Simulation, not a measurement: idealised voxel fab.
Process module under the name voxel gate over fins
Section cut is 290 nm wide and gridded with 5 nm square cells.
Cross-section layout: square cells on a grid; listed as bands, top to bottom; a band spans one or more cell rows.
Top, bottom (nm), then materials left to right with widths (nm); lone material tagged "edge to edge" fills the whole band edge to edge; "blank" = empty space.
A quick word on heights: they are counted from 0, and under that level the wafer as it came to us is one material throughout. The lowest band is different from the rest in having no bottom; it simply continues downward, written as in "z 0 and below".
The width entry "30..40" should be interpreted row by row: the top row of cells in the band takes the first number, the bottom row takes the second number, and the change between adjacent rows is uniform throughout.
Where a step carries "nothing got changed", the cross-section came out of it unchanged, cell for cell.
The list in "Cavities, sealed" covers empty spaces of 8 cells or more that cannot reach the top through any open way, and it gives each as width x height at distance; the distance is from the left edge, and width, height and distance are in nm.
Text after the settings on a step's line: the simulator's own remark on that step.
Regarding "overlay nm": on a step with a mask, it is the distance the mask lay to the right of its planned place; a negative value places it to the left.
Guide to the pairs. Each holds a before and an after cross-section around one process step; the after cross-section is cut off at the lowest band that changed. Look under the pair for the step between them and its settings. Pairs can come from different runs of this module on the same starting wafer, so a pair follows on from the one above it only where its entry headed "Pre-step geometry" says it does.

# Pre-step geometry
> z 10 to 5 | blank 70 nm; TiN 25 nm; blank 15 nm; TiN 25 nm; blank 15 nm; TiN 25 nm; blank 15 nm; TiN 25 nm; blank 75 nm
> z 5 to 0 | blank 70 nm; TiN 5 nm; HfO2 15 nm; TiN 5 nm; blank 15 nm; TiN 5 nm; HfO2 15 nm; TiN 5 nm; blank 15 nm; TiN 5 nm; HfO2 15 nm; TiN 5 nm; blank 15 nm; TiN 5 nm; HfO2 15 nm; TiN 5 nm; blank 75 nm
> z 0 to -5 | blank 70 nm; TiN 5 nm; HfO2 5 nm; Si 5 nm; HfO2 5 nm; TiN 5 nm; blank 15 nm; TiN 5 nm; HfO2 5 nm; Si 5 nm; HfO2 5 nm; TiN 5 nm; blank 15 nm; TiN 5 nm; HfO2 5 nm; Si 5 nm; HfO2 5 nm; TiN 5 nm; blank 15 nm; TiN 5 nm; HfO2 5 nm; Si 5 nm; HfO2 5 nm; TiN 5 nm; blank 75 nm
> z -5 to -10 | TiN 75 nm; HfO2 5 nm; Si 5 nm; HfO2 5 nm; TiN 25 nm; HfO2 5 nm; Si 5 nm; HfO2 5 nm; TiN 25 nm; HfO2 5 nm; Si 5 nm; HfO2 5 nm; TiN 25 nm; HfO2 5 nm; Si 5 nm; HfO2 5 nm; TiN 80 nm
> z -10 to -15 | HfO2 80 nm; Si 5 nm; HfO2 35 nm; Si 5 nm; HfO2 35 nm; Si 5 nm; HfO2 35 nm; Si 5 nm; HfO2 85 nm
> z -15 to -50 | SiO2 80 nm; Si 5 nm; SiO2 35 nm; Si 5 nm; SiO2 35 nm; Si 5 nm; SiO2 35 nm; Si 5 nm; SiO2 85 nm
> z -50 and below | Si edge to edge
> Cavities, sealed: none

# Resulting Structure
> z 25 to 10 | W edge to edge
> z 10 to 5 | W 70 nm; TiN 25 nm; W 15 nm; TiN 25 nm; W 15 nm; TiN 25 nm; W 15 nm; TiN 25 nm; W 75 nm
> z 5 to 0 | W 70 nm; TiN 5 nm; HfO2 15 nm; TiN 5 nm; W 15 nm; TiN 5 nm; HfO2 15 nm; TiN 5 nm; W 15 nm; TiN 5 nm; HfO2 15 nm; TiN 5 nm; W 15 nm; TiN 5 nm; HfO2 15 nm; TiN 5 nm; W 75 nm
> z 0 to -5 | W 70 nm; TiN 5 nm; HfO2 5 nm; Si 5 nm; HfO2 5 nm; TiN 5 nm; W 15 nm; TiN 5 nm; HfO2 5 nm; Si 5 nm; HfO2 5 nm; TiN 5 nm; W 15 nm; TiN 5 nm; HfO2 5 nm; Si 5 nm; HfO2 5 nm; TiN 5 nm; W 15 nm; TiN 5 nm; HfO2 5 nm; Si 5 nm; HfO2 5 nm; TiN 5 nm; W 75 nm
> Unchanged below -5.
> Cavities, sealed: none
Applied between the two views above: op FILL_DEP | material W | thk nm 15

Pre-step geometry: = after-state of the pair above.

# Resulting Structure
> z 20 to 10 | W edge to edge
> Unchanged below 10.
> Cavities, sealed: none
Applied between the two views above: op CMP | height nm 20

Pre-step geometry: = after-state of the pair above.

# Resulting Structure
> z 30 to 20 | SiN edge to edge
> Unchanged below 20.
> Cavities, sealed: none
Applied between the two views above: op CONFORMAL_DEP | material SiN | thk nm 10

# Pre-step geometry
> z 5 to 0 | SiN edge to edge
> z 0 and below | Si edge to edge
> Cavities, sealed: none

# Resulting Structure
> z 20 to 5 | blank 75 nm; resist 20 nm; blank 20 nm; resist 20 nm; blank 20 nm; resist 20 nm; blank 20 nm; resist 20 nm; blank 75 nm
> Unchanged below 5.
> Cavities, sealed: none
Applied between the two views above: op PATTERN | tone cover | mask id FINS | material resist | width nm 20 | pitch nm 40 | thk nm 15 | overlay nm 0

Pre-step geometry: = after-state of the pair above.

# Resulting Structure
> z 20 to 5 | blank 75 nm; resist 20 nm; blank 20 nm; resist 20 nm; blank 20 nm; resist 20 nm; blank 20 nm; resist 20 nm; blank 75 nm
> z 5 to 0 | blank 75 nm; SiN 20 nm; blank 20 nm; SiN 20 nm; blank 20 nm; SiN 20 nm; blank 20 nm; SiN 20 nm; blank 75 nm
> Unchanged below 0.
> Cavities, sealed: none
Applied between the two views above: op DIRECTIONAL_ETCH | etch materials SiN | depth nm 5

Pre-step geometry: = after-state of the pair above.

# Resulting Structure
> z 20 to 5 | blank 75 nm; resist 20 nm; blank 20 nm; resist 20 nm; blank 20 nm; resist 20 nm; blank 20 nm; resist 20 nm; blank 75 nm
> z 5 to 0 | blank 75 nm; SiN 20 nm; blank 20 nm; SiN 20 nm; blank 20 nm; SiN 20 nm; blank 20 nm; SiN 20 nm; blank 75 nm
> z 0 to -35 | blank 75 nm; Si 20 nm; blank 20 nm; Si 20 nm; blank 20 nm; Si 20 nm; blank 20 nm; Si 20 nm; blank 75 nm
> Unchanged below -35.
> Cavities, sealed: none
Applied between the two views above: op DIRECTIONAL_ETCH | etch materials Si | depth nm 35

Pre-step geometry: = after-state of the pair above.

# Resulting Structure
> z 5 to 0 | blank 75 nm; SiN 20 nm; blank 20 nm; SiN 20 nm; blank 20 nm; SiN 20 nm; blank 20 nm; SiN 20 nm; blank 75 nm
> Unchanged below 0.
> Cavities, sealed: none
Applied between the two views above: op STRIP | etch materials resist

Pre-step geometry: = after-state of the pair above.

# Resulting Structure
> z 5 to 0 | blank 75 nm; SiN 20 nm; blank 20 nm; SiN 20 nm; blank 20 nm; SiN 20 nm; blank 20 nm; SiN 20 nm; blank 75 nm
> z 0 to -35 | blank 75 nm; SiO2 5 nm; Si 10 nm; SiO2 5 nm; blank 20 nm; SiO2 5 nm; Si 10 nm; SiO2 5 nm; blank 20 nm; SiO2 5 nm; Si 10 nm; SiO2 5 nm; blank 20 nm; SiO2 5 nm; Si 10 nm; SiO2 5 nm; blank 75 nm
> z -35 to -40 | SiO2 80 nm; Si 10 nm; SiO2 30 nm; Si 10 nm; SiO2 30 nm; Si 10 nm; SiO2 30 nm; Si 10 nm; SiO2 80 nm
> Unchanged below -40.
> Cavities, sealed: none
Applied between the two views above: op OXIDIZE | depth nm 5

Pre-step geometry: = after-state of the pair above.

# Resulting Structure
> z 10 to 5 | SiO2 edge to edge
> z 5 to 0 | SiO2 75 nm; SiN 20 nm; SiO2 20 nm; SiN 20 nm; SiO2 20 nm; SiN 20 nm; SiO2 20 nm; SiN 20 nm; SiO2 75 nm
> z 0 to -40 | SiO2 80 nm; Si 10 nm; SiO2 30 nm; Si 10 nm; SiO2 30 nm; Si 10 nm; SiO2 30 nm; Si 10 nm; SiO2 80 nm
> Unchanged below -40.
> Cavities, sealed: none
Applied between the two views above: op FILL_DEP | material SiO2 | thk nm 5

Pre-step geometry: = after-state of the pair above.

# Resulting Structure
> z 5 to 0 | SiO2 75 nm; SiN 20 nm; SiO2 20 nm; SiN 20 nm; SiO2 20 nm; SiN 20 nm; SiO2 20 nm; SiN 20 nm; SiO2 75 nm
> Unchanged below 0.
> Cavities, sealed: none
Applied between the two views above: op CMP | height nm 5

Pre-step geometry: = after-state of the pair above.

# Resulting Structure
> z 5 to 0 | blank 75 nm; SiN 20 nm; blank 20 nm; SiN 20 nm; blank 20 nm; SiN 20 nm; blank 20 nm; SiN 20 nm; blank 75 nm
> z 0 to -15 | blank 80 nm; Si 10 nm; blank 30 nm; Si 10 nm; blank 30 nm; Si 10 nm; blank 30 nm; Si 10 nm; blank 80 nm
> Unchanged below -15.
> Cavities, sealed: none
Applied between the two views above: op SELECTIVE_ETCH | etch materials SiO2 | depth nm 20

Pre-step geometry: = after-state of the pair above.

# Resulting Structure
> z 0 to -15 | blank 80 nm; Si 10 nm; blank 30 nm; Si 10 nm; blank 30 nm; Si 10 nm; blank 30 nm; Si 10 nm; blank 80 nm
> Unchanged below -15.
> Cavities, sealed: none
Applied between the two views above: op STRIP | etch materials SiN

Pre-step geometry: = after-state of the pair above.

# Resulting Structure
> z 5 to 0 | blank 75 nm; HfO2 20 nm; blank 20 nm; HfO2 20 nm; blank 20 nm; HfO2 20 nm; blank 20 nm; HfO2 20 nm; blank 75 nm
> z 0 to -10 | blank 75 nm; HfO2 5 nm; Si 10 nm; HfO2 5 nm; blank 20 nm; HfO2 5 nm; Si 10 nm; HfO2 5 nm; blank 20 nm; HfO2 5 nm; Si 10 nm; HfO2 5 nm; blank 20 nm; HfO2 5 nm; Si 10 nm; HfO2 5 nm; blank 75 nm
> z -10 to -15 | HfO2 80 nm; Si 10 nm; HfO2 30 nm; Si 10 nm; HfO2 30 nm; Si 10 nm; HfO2 30 nm; Si 10 nm; HfO2 80 nm
> Unchanged below -15.
> Cavities, sealed: none
Applied between the two views above: op CONFORMAL_DEP | material HfO2 | thk nm 5

Pre-step geometry: = after-state of the pair above.

# Resulting Structure
> z 10 to 5 | blank 70 nm; TiN 30 nm; blank 10 nm; TiN 30 nm; blank 10 nm; TiN 30 nm; blank 10 nm; TiN 30 nm; blank 70 nm
> z 5 to 0 | blank 70 nm; TiN 5 nm; HfO2 20 nm; TiN 5 nm; blank 10 nm; TiN 5 nm; HfO2 20 nm; TiN 5 nm; blank 10 nm; TiN 5 nm; HfO2 20 nm; TiN 5 nm; blank 10 nm; TiN 5 nm; HfO2 20 nm; TiN 5 nm; blank 70 nm
> z 0 to -5 | blank 70 nm; TiN 5 nm; HfO2 5 nm; Si 10 nm; HfO2 5 nm; TiN 5 nm; blank 10 nm; TiN 5 nm; HfO2 5 nm; Si 10 nm; HfO2 5 nm; TiN 5 nm; blank 10 nm; TiN 5 nm; HfO2 5 nm; Si 10 nm; HfO2 5 nm; TiN 5 nm; blank 10 nm; TiN 5 nm; HfO2 5 nm; Si 10 nm; HfO2 5 nm; TiN 5 nm; blank 70 nm
> z -5 to -10 | TiN 75 nm; HfO2 5 nm; Si 10 nm; HfO2 5 nm; TiN 20 nm; HfO2 5 nm; Si 10 nm; HfO2 5 nm; TiN 20 nm; HfO2 5 nm; Si 10 nm; HfO2 5 nm; TiN 20 nm; HfO2 5 nm; Si 10 nm; HfO2 5 nm; TiN 75 nm
> Unchanged below -10.
> Cavities, sealed: none
Applied between the two views above: op CONFORMAL_DEP | material TiN | thk nm 5

Pre-step geometry: = after-state of the pair above.

# Resulting Structure
> z 25 to 10 | W edge to edge
> z 10 to 5 | W 70 nm; TiN 30 nm; W 10 nm; TiN 30 nm; W 10 nm; TiN 30 nm; W 10 nm; TiN 30 nm; W 70 nm
> z 5 to 0 | W 70 nm; TiN 5 nm; HfO2 20 nm; TiN 5 nm; W 10 nm; TiN 5 nm; HfO2 20 nm; TiN 5 nm; W 10 nm; TiN 5 nm; HfO2 20 nm; TiN 5 nm; W 10 nm; TiN 5 nm; HfO2 20 nm; TiN 5 nm; W 70 nm
> z 0 to -5 | W 70 nm; TiN 5 nm; HfO2 5 nm; Si 10 nm; HfO2 5 nm; TiN 5 nm; W 10 nm; TiN 5 nm; HfO2 5 nm; Si 10 nm; HfO2 5 nm; TiN 5 nm; W 10 nm; TiN 5 nm; HfO2 5 nm; Si 10 nm; HfO2 5 nm; TiN 5 nm; W 10 nm; TiN 5 nm; HfO2 5 nm; Si 10 nm; HfO2 5 nm; TiN 5 nm; W 70 nm
> Unchanged below -5.
> Cavities, sealed: none
Applied between the two views above: op FILL_DEP | material W | thk nm 15

Pre-step geometry: = after-state of the pair above.

# Resulting Structure
> z 20 to 10 | W edge to edge
> Unchanged below 10.
> Cavities, sealed: none
Applied between the two views above: op CMP | height nm 20

Pre-step geometry: = after-state of the pair above.

# Resulting Structure
> z 30 to 20 | SiN edge to edge
> Unchanged below 20.
> Cavities, sealed: none
Applied between the two views above: op CONFORMAL_DEP | material SiN | thk nm 10

# Pre-step geometry
> z 5 to 0 | SiN edge to edge
> z 0 and below | Si edge to edge
> Cavities, sealed: none

# Resulting Structure
> z 20 to 5 | blank 80 nm; resist 15 nm; blank 25 nm; resist 15 nm; blank 25 nm; resist 15 nm; blank 25 nm; resist 15 nm; blank 75 nm
> Unchanged below 5.
> Cavities, sealed: none
Applied between the two views above: op PATTERN | tone cover | mask id FINS | material resist | width nm 15 | pitch nm 40 | thk nm 15 | overlay nm 5

Pre-step geometry: = after-state of the pair above.

# Resulting Structure
> z 20 to 5 | blank 80 nm; resist 15 nm; blank 25 nm; resist 15 nm; blank 25 nm; resist 15 nm; blank 25 nm; resist 15 nm; blank 75 nm
> z 5 to 0 | blank 80 nm; SiN 15 nm; blank 25 nm; SiN 15 nm; blank 25 nm; SiN 15 nm; blank 25 nm; SiN 15 nm; blank 75 nm
> Unchanged below 0.
> Cavities, sealed: none
Applied between the two views above: op DIRECTIONAL_ETCH | etch materials SiN | depth nm 5

Pre-step geometry: = after-state of the pair above.

# Resulting Structure
> z 20 to 5 | blank 80 nm; resist 15 nm; blank 25 nm; resist 15 nm; blank 25 nm; resist 15 nm; blank 25 nm; resist 15 nm; blank 75 nm
> z 5 to 0 | blank 80 nm; SiN 15 nm; blank 25 nm; SiN 15 nm; blank 25 nm; SiN 15 nm; blank 25 nm; SiN 15 nm; blank 75 nm
> z 0 to -35 | blank 80 nm; Si 15 nm; blank 25 nm; Si 15 nm; blank 25 nm; Si 15 nm; blank 25 nm; Si 15 nm; blank 75 nm
> Unchanged below -35.
> Cavities, sealed: none
Applied between the two views above: op DIRECTIONAL_ETCH | etch materials Si | depth nm 35

Pre-step geometry: = after-state of the pair above.

# Resulting Structure
> z 5 to 0 | blank 80 nm; SiN 15 nm; blank 25 nm; SiN 15 nm; blank 25 nm; SiN 15 nm; blank 25 nm; SiN 15 nm; blank 75 nm
> Unchanged below 0.
> Cavities, sealed: none
Applied between the two views above: op STRIP | etch materials resist

Pre-step geometry: = after-state of the pair above.

# Resulting Structure
> z 5 to 0 | blank 80 nm; SiN 15 nm; blank 25 nm; SiN 15 nm; blank 25 nm; SiN 15 nm; blank 25 nm; SiN 15 nm; blank 75 nm
> z 0 to -35 | blank 80 nm; SiO2 5 nm; Si 5 nm; SiO2 5 nm; blank 25 nm; SiO2 5 nm; Si 5 nm; SiO2 5 nm; blank 25 nm; SiO2 5 nm; Si 5 nm; SiO2 5 nm; blank 25 nm; SiO2 5 nm; Si 5 nm; SiO2 5 nm; blank 75 nm
> z -35 to -40 | SiO2 85 nm; Si 5 nm; SiO2 35 nm; Si 5 nm; SiO2 35 nm; Si 5 nm; SiO2 35 nm; Si 5 nm; SiO2 80 nm
> Unchanged below -40.
> Cavities, sealed: none
Applied between the two views above: op OXIDIZE | depth nm 5

Pre-step geometry: = after-state of the pair above.

# Resulting Structure
> z 10 to 5 | SiO2 edge to edge
> z 5 to 0 | SiO2 80 nm; SiN 15 nm; SiO2 25 nm; SiN 15 nm; SiO2 25 nm; SiN 15 nm; SiO2 25 nm; SiN 15 nm; SiO2 75 nm
> z 0 to -40 | SiO2 85 nm; Si 5 nm; SiO2 35 nm; Si 5 nm; SiO2 35 nm; Si 5 nm; SiO2 35 nm; Si 5 nm; SiO2 80 nm
> Unchanged below -40.
> Cavities, sealed: none
Applied between the two views above: op FILL_DEP | material SiO2 | thk nm 5

Pre-step geometry: = after-state of the pair above.

# Resulting Structure
> z 5 to 0 | SiO2 80 nm; SiN 15 nm; SiO2 25 nm; SiN 15 nm; SiO2 25 nm; SiN 15 nm; SiO2 25 nm; SiN 15 nm; SiO2 75 nm
> Unchanged below 0.
> Cavities, sealed: none
Applied between the two views above: op CMP | height nm 5

Pre-step geometry: = after-state of the pair above.

# Resulting Structure
> z 5 to 0 | blank 80 nm; SiN 15 nm; blank 25 nm; SiN 15 nm; blank 25 nm; SiN 15 nm; blank 25 nm; SiN 15 nm; blank 75 nm
> z 0 to -15 | blank 85 nm; Si 5 nm; blank 35 nm; Si 5 nm; blank 35 nm; Si 5 nm; blank 35 nm; Si 5 nm; blank 80 nm
> Unchanged below -15.
> Cavities, sealed: none
Applied between the two views above: op SELECTIVE_ETCH | etch materials SiO2 | depth nm 20

Pre-step geometry: = after-state of the pair above.

# Resulting Structure
> z 0 to -15 | blank 85 nm; Si 5 nm; blank 35 nm; Si 5 nm; blank 35 nm; Si 5 nm; blank 35 nm; Si 5 nm; blank 80 nm
> Unchanged below -15.
> Cavities, sealed: none
Applied between the two views above: op STRIP | etch materials SiN

Pre-step geometry: = after-state of the pair above.

# Resulting Structure
> z 5 to 0 | blank 80 nm; HfO2 15 nm; blank 25 nm; HfO2 15 nm; blank 25 nm; HfO2 15 nm; blank 25 nm; HfO2 15 nm; blank 75 nm
> z 0 to -10 | blank 80 nm; HfO2 5 nm; Si 5 nm; HfO2 5 nm; blank 25 nm; HfO2 5 nm; Si 5 nm; HfO2 5 nm; blank 25 nm; HfO2 5 nm; Si 5 nm; HfO2 5 nm; blank 25 nm; HfO2 5 nm; Si 5 nm; HfO2 5 nm; blank 75 nm
> z -10 to -15 | HfO2 85 nm; Si 5 nm; HfO2 35 nm; Si 5 nm; HfO2 35 nm; Si 5 nm; HfO2 35 nm; Si 5 nm; HfO2 80 nm
> Unchanged below -15.
> Cavities, sealed: none
Applied between the two views above: op CONFORMAL_DEP | material HfO2 | thk nm 5

Pre-step geometry: = after-state of the pair above.

# Resulting Structure
> z 10 to 5 | blank 75 nm; TiN 25 nm; blank 15 nm; TiN 25 nm; blank 15 nm; TiN 25 nm; blank 15 nm; TiN 25 nm; blank 70 nm
> z 5 to 0 | blank 75 nm; TiN 5 nm; HfO2 15 nm; TiN 5 nm; blank 15 nm; TiN 5 nm; HfO2 15 nm; TiN 5 nm; blank 15 nm; TiN 5 nm; HfO2 15 nm; TiN 5 nm; blank 15 nm; TiN 5 nm; HfO2 15 nm; TiN 5 nm; blank 70 nm
> z 0 to -5 | blank 75 nm; TiN 5 nm; HfO2 5 nm; Si 5 nm; HfO2 5 nm; TiN 5 nm; blank 15 nm; TiN 5 nm; HfO2 5 nm; Si 5 nm; HfO2 5 nm; TiN 5 nm; blank 15 nm; TiN 5 nm; HfO2 5 nm; Si 5 nm; HfO2 5 nm; TiN 5 nm; blank 15 nm; TiN 5 nm; HfO2 5 nm; Si 5 nm; HfO2 5 nm; TiN 5 nm; blank 70 nm
> z -5 to -10 | TiN 80 nm; HfO2 5 nm; Si 5 nm; HfO2 5 nm; TiN 25 nm; HfO2 5 nm; Si 5 nm; HfO2 5 nm; TiN 25 nm; HfO2 5 nm; Si 5 nm; HfO2 5 nm; TiN 25 nm; HfO2 5 nm; Si 5 nm; HfO2 5 nm; TiN 75 nm
> Unchanged below -10.
> Cavities, sealed: none
Applied between the two views above: op CONFORMAL_DEP | material TiN | thk nm 5

Pre-step geometry: = after-state of the pair above.

# Resulting Structure
> z 25 to 10 | W edge to edge
> z 10 to 5 | W 75 nm; TiN 25 nm; W 15 nm; TiN 25 nm; W 15 nm; TiN 25 nm; W 15 nm; TiN 25 nm; W 70 nm
> z 5 to 0 | W 75 nm; TiN 5 nm; HfO2 15 nm; TiN 5 nm; W 15 nm; TiN 5 nm; HfO2 15 nm; TiN 5 nm; W 15 nm; TiN 5 nm; HfO2 15 nm; TiN 5 nm; W 15 nm; TiN 5 nm; HfO2 15 nm; TiN 5 nm; W 70 nm
> z 0 to -5 | W 75 nm; TiN 5 nm; HfO2 5 nm; Si 5 nm; HfO2 5 nm; TiN 5 nm; W 15 nm; TiN 5 nm; HfO2 5 nm; Si 5 nm; HfO2 5 nm; TiN 5 nm; W 15 nm; TiN 5 nm; HfO2 5 nm; Si 5 nm; HfO2 5 nm; TiN 5 nm; W 15 nm; TiN 5 nm; HfO2 5 nm; Si 5 nm; HfO2 5 nm; TiN 5 nm; W 70 nm
> Unchanged below -5.
> Cavities, sealed: none
Applied between the two views above: op FILL_DEP | material W | thk nm 15

Pre-step geometry: = after-state of the pair above.

# Resulting Structure
> z 20 to 10 | W edge to edge
> Unchanged below 10.
> Cavities, sealed: none
Applied between the two views above: op CMP | height nm 20

Pre-step geometry: = after-state of the pair above.

# Resulting Structure
> z 30 to 20 | SiN edge to edge
> Unchanged below 20.
> Cavities, sealed: none
Applied between the two views above: op CONFORMAL_DEP | material SiN | thk nm 10

# Pre-step geometry
> z 5 to 0 | blank 75 nm; SiN 15 nm; blank 25 nm; SiN 15 nm; blank 25 nm; SiN 15 nm; blank 25 nm; SiN 15 nm; blank 80 nm
> z 0 to -35 | blank 75 nm; SiO2 5 nm; Si 5 nm; SiO2 5 nm; blank 25 nm; SiO2 5 nm; Si 5 nm; SiO2 5 nm; blank 25 nm; SiO2 5 nm; Si 5 nm; SiO2 5 nm; blank 25 nm; SiO2 5 nm; Si 5 nm; SiO2 5 nm; blank 80 nm
> z -35 to -40 | SiO2 80 nm; Si 5 nm; SiO2 35 nm; Si 5 nm; SiO2 35 nm; Si 5 nm; SiO2 35 nm; Si 5 nm; SiO2 85 nm
> z -40 and below | Si edge to edge
> Cavities, sealed: none

# Resulting Structure
> z 10 to 5 | HfO2 edge to edge
> z 5 to 0 | HfO2 75 nm; SiN 15 nm; HfO2 25 nm; SiN 15 nm; HfO2 25 nm; SiN 15 nm; HfO2 25 nm; SiN 15 nm; HfO2 80 nm
> z 0 to -35 | HfO2 75 nm; SiO2 5 nm; Si 5 nm; SiO2 5 nm; HfO2 25 nm; SiO2 5 nm; Si 5 nm; SiO2 5 nm; HfO2 25 nm; SiO2 5 nm; Si 5 nm; SiO2 5 nm; HfO2 25 nm; SiO2 5 nm; Si 5 nm; SiO2 5 nm; HfO2 80 nm
> Unchanged below -35.
> Cavities, sealed: none
Applied between the two views above: op FILL_DEP | material HfO2 | thk nm 5

Pre-step geometry: = after-state of the pair above.

# Resulting Structure
> z 5 to 0 | HfO2 75 nm; SiN 15 nm; HfO2 25 nm; SiN 15 nm; HfO2 25 nm; SiN 15 nm; HfO2 25 nm; SiN 15 nm; HfO2 80 nm
> Unchanged below 0.
> Cavities, sealed: none
Applied between the two views above: op CMP | height nm 5

Pre-step geometry: = after-state of the pair above.

# Resulting Structure
> z 5 to 0 | HfO2 75 nm; blank 15 nm; HfO2 25 nm; blank 15 nm; HfO2 25 nm; blank 15 nm; HfO2 25 nm; blank 15 nm; HfO2 80 nm
> Unchanged below 0.
> Cavities, sealed: none
Applied between the two views above: op STRIP | etch materials SiN

Pre-step geometry: = after-state of the pair above.

# Resulting Structure
> z 10 to 5 | HfO2 80 nm; blank 5 nm; HfO2 35 nm; blank 5 nm; HfO2 35 nm; blank 5 nm; HfO2 35 nm; blank 5 nm; HfO2 85 nm
> z 5 to 0 | HfO2 edge to edge
> Unchanged below 0.
> Cavities, sealed: none
Applied between the two views above: op CONFORMAL_DEP | material HfO2 | thk nm 5

Pre-step geometry: = after-state of the pair above.

# Resulting Structure
> z 15 to 10 | TiN edge to edge
> z 10 to 5 | HfO2 80 nm; TiN 5 nm; HfO2 35 nm; TiN 5 nm; HfO2 35 nm; TiN 5 nm; HfO2 35 nm; TiN 5 nm; HfO2 85 nm
> Unchanged below 5.
> Cavities, sealed: none
Applied between the two views above: op CONFORMAL_DEP | material TiN | thk nm 5

Pre-step geometry: = after-state of the pair above.

# Resulting Structure
> z 30 to 15 | W edge to edge
> Unchanged below 15.
> Cavities, sealed: none
Applied between the two views above: op FILL_DEP | material W | thk nm 15

Pre-step geometry: = after-state of the pair above.

# Resulting Structure
> z 20 to 15 | W edge to edge
> Unchanged below 15.
> Cavities, sealed: none
Applied between the two views above: op CMP | height nm 20

Pre-step geometry: = after-state of the pair above.

# Resulting Structure
> z 30 to 20 | SiN edge to edge
> Unchanged below 20.
> Cavities, sealed: none
Applied between the two views above: op CONFORMAL_DEP | material SiN | thk nm 10

# Pre-step geometry
> z 5 to 0 | SiN edge to edge
> z 0 and below | Si edge to edge
> Cavities, sealed: none

# Resulting Structure
> z 20 to 5 | resist 75 nm; blank 15 nm; resist 25 nm; blank 15 nm; resist 25 nm; blank 15 nm; resist 25 nm; blank 15 nm; resist 80 nm
> Unchanged below 5.
> Cavities, sealed: none
Applied between the two views above: op PATTERN | tone open | mask id FINS | material resist | width nm 15 | pitch nm 40 | thk nm 15 | overlay nm 0

Pre-step geometry: = after-state of the pair above.

# Resulting Structure
> z 20 to 5 | resist 75 nm; blank 15 nm; resist 25 nm; blank 15 nm; resist 25 nm; blank 15 nm; resist 25 nm; blank 15 nm; resist 80 nm
> z 5 to 0 | SiN 75 nm; blank 15 nm; SiN 25 nm; blank 15 nm; SiN 25 nm; blank 15 nm; SiN 25 nm; blank 15 nm; SiN 80 nm
> Unchanged below 0.
> Cavities, sealed: none
Applied between the two views above: op DIRECTIONAL_ETCH | etch materials SiN | depth nm 5

Pre-step geometry: = after-state of the pair above.

# Resulting Structure
> z 20 to 5 | resist 75 nm; blank 15 nm; resist 25 nm; blank 15 nm; resist 25 nm; blank 15 nm; resist 25 nm; blank 15 nm; resist 80 nm
> z 5 to 0 | SiN 75 nm; blank 15 nm; SiN 25 nm; blank 15 nm; SiN 25 nm; blank 15 nm; SiN 25 nm; blank 15 nm; SiN 80 nm
> z 0 to -35 | Si 75 nm; blank 15 nm; Si 25 nm; blank 15 nm; Si 25 nm; blank 15 nm; Si 25 nm; blank 15 nm; Si 80 nm
> Unchanged below -35.
> Cavities, sealed: none
Applied between the two views above: op DIRECTIONAL_ETCH | etch materials Si | depth nm 35

Pre-step geometry: = after-state of the pair above.

# Resulting Structure
> z 5 to 0 | SiN 75 nm; blank 15 nm; SiN 25 nm; blank 15 nm; SiN 25 nm; blank 15 nm; SiN 25 nm; blank 15 nm; SiN 80 nm
> Unchanged below 0.
> Cavities, sealed: none
Applied between the two views above: op STRIP | etch materials resist

Pre-step geometry: = after-state of the pair above.

# Resulting Structure
> z 5 to 0 | SiN 75 nm; blank 15 nm; SiN 25 nm; blank 15 nm; SiN 25 nm; blank 15 nm; SiN 25 nm; blank 15 nm; SiN 80 nm
> z 0 to -35 | Si 70 nm; SiO2 5 nm; blank 15 nm; SiO2 5 nm; Si 15 nm; SiO2 5 nm; blank 15 nm; SiO2 5 nm; Si 15 nm; SiO2 5 nm; blank 15 nm; SiO2 5 nm; Si 15 nm; SiO2 5 nm; blank 15 nm; SiO2 5 nm; Si 75 nm
> z -35 to -40 | Si 70 nm; SiO2 25 nm; Si 15 nm; SiO2 25 nm; Si 15 nm; SiO2 25 nm; Si 15 nm; SiO2 25 nm; Si 75 nm
> Unchanged below -40.
> Cavities, sealed: none
Applied between the two views above: op OXIDIZE | depth nm 5

Pre-step geometry: = after-state of the pair above.

# Resulting Structure
> z 10 to 5 | SiO2 edge to edge
> z 5 to 0 | SiN 75 nm; SiO2 15 nm; SiN 25 nm; SiO2 15 nm; SiN 25 nm; SiO2 15 nm; SiN 25 nm; SiO2 15 nm; SiN 80 nm
> z 0 to -40 | Si 70 nm; SiO2 25 nm; Si 15 nm; SiO2 25 nm; Si 15 nm; SiO2 25 nm; Si 15 nm; SiO2 25 nm; Si 75 nm
> Unchanged below -40.
> Cavities, sealed: none
Applied between the two views above: op FILL_DEP | material SiO2 | thk nm 5

Pre-step geometry: = after-state of the pair above.

# Resulting Structure
> z 5 to 0 | SiN 75 nm; SiO2 15 nm; SiN 25 nm; SiO2 15 nm; SiN 25 nm; SiO2 15 nm; SiN 25 nm; SiO2 15 nm; SiN 80 nm
> Unchanged below 0.
> Cavities, sealed: none
Applied between the two views above: op CMP | height nm 5

Pre-step geometry: = after-state of the pair above.

# Resulting Structure
> z 5 to 0 | SiN 75 nm; blank 15 nm; SiN 25 nm; blank 15 nm; SiN 25 nm; blank 15 nm; SiN 25 nm; blank 15 nm; SiN 80 nm
> z 0 to -15 | Si 70 nm; blank 25 nm; Si 15 nm; blank 25 nm; Si 15 nm; blank 25 nm; Si 15 nm; blank 25 nm; Si 75 nm
> Unchanged below -15.
> Cavities, sealed: none
Applied between the two views above: op SELECTIVE_ETCH | etch materials SiO2 | depth nm 20

Pre-step geometry: = after-state of the pair above.

# Resulting Structure
> z 0 to -15 | Si 70 nm; blank 25 nm; Si 15 nm; blank 25 nm; Si 15 nm; blank 25 nm; Si 15 nm; blank 25 nm; Si 75 nm
> Unchanged below -15.
> Cavities, sealed: none
Applied between the two views above: op STRIP | etch materials SiN

Pre-step geometry: = after-state of the pair above.

# Resulting Structure
> z 5 to 0 | HfO2 75 nm; blank 15 nm; HfO2 25 nm; blank 15 nm; HfO2 25 nm; blank 15 nm; HfO2 25 nm; blank 15 nm; HfO2 80 nm
> z 0 to -10 | Si 70 nm; HfO2 5 nm; blank 15 nm; HfO2 5 nm; Si 15 nm; HfO2 5 nm; blank 15 nm; HfO2 5 nm; Si 15 nm; HfO2 5 nm; blank 15 nm; HfO2 5 nm; Si 15 nm; HfO2 5 nm; blank 15 nm; HfO2 5 nm; Si 75 nm
> z -10 to -15 | Si 70 nm; HfO2 25 nm; Si 15 nm; HfO2 25 nm; Si 15 nm; HfO2 25 nm; Si 15 nm; HfO2 25 nm; Si 75 nm
> Unchanged below -15.
> Cavities, sealed: none
Applied between the two views above: op CONFORMAL_DEP | material HfO2 | thk nm 5
